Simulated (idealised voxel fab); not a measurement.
Process module heading - voxel lift off
FYI the section here is cut, 215 nm wide, cells are 5 nm squares.
A cross-section is a grid of square cells, given in bands from the top down. A band is one or more rows of cells. Band: top and bottom heights (nm) first, top before bottom; then materials from left to right, widths in nm. "throughout" marks a sole material filling the band edge to edge. "air" denotes empty space. Heads up on the height convention: 0 is the point under which the incoming wafer is all one material, and the lowest band has no bottom, it just keeps going down, like "0..down". Top row gets the first number, bottom row gets the second, and each row in between changes by the same step: that is how a band width like "30->40" works. The cross-section has no changed cell in any step marked "nothing got changed". Voids not open to the top, 8 cells minimum: see "Closed voids list". Written width x height at distance; distance is from the left edge; nm. Step line, after settings: the simulator's comment on this step. overlay nm: how far to the right of its planned place the mask lay on this masked step (negative: to the left).

# Planned process steps
1,RECEIVE,material Si
2,CONFORMAL_DEP,material Al2O3,thk nm 5
3,PATTERN,tone open,mask id LINES,material resist,width nm 15,pitch nm 45,thk nm 20,overlay nm 0
4,DIRECTIONAL_DEP,material Ru,thk nm 10
5,STRIP,etch materials resist
6,CONFORMAL_DEP,material SiCN,thk nm 10

# Here's what the wafer looked like in cross-section when it arrived - that's after step 1
0..down = Si throughout
Closed voids list: none

# The module was run from the start shown above using the plan shown above, but one mistake was made doing it; the resulting wafer cross-section is below
25..15 = 40 air; 135 SiCN; 40 air
15..5 = 50 SiCN; 25 Ru; 20 SiCN; 25 Ru; 20 SiCN; 25 Ru; 50 SiCN
5..0 = Al2O3 throughout
0..down = Si throughout
Closed voids list: none
Diagnosis: for step 3, the planned setting was not used; the step was instead run as PATTERN,tone open,mask id LINES,material resist,width nm 25,pitch nm 45,thk nm 20,overlay nm 0
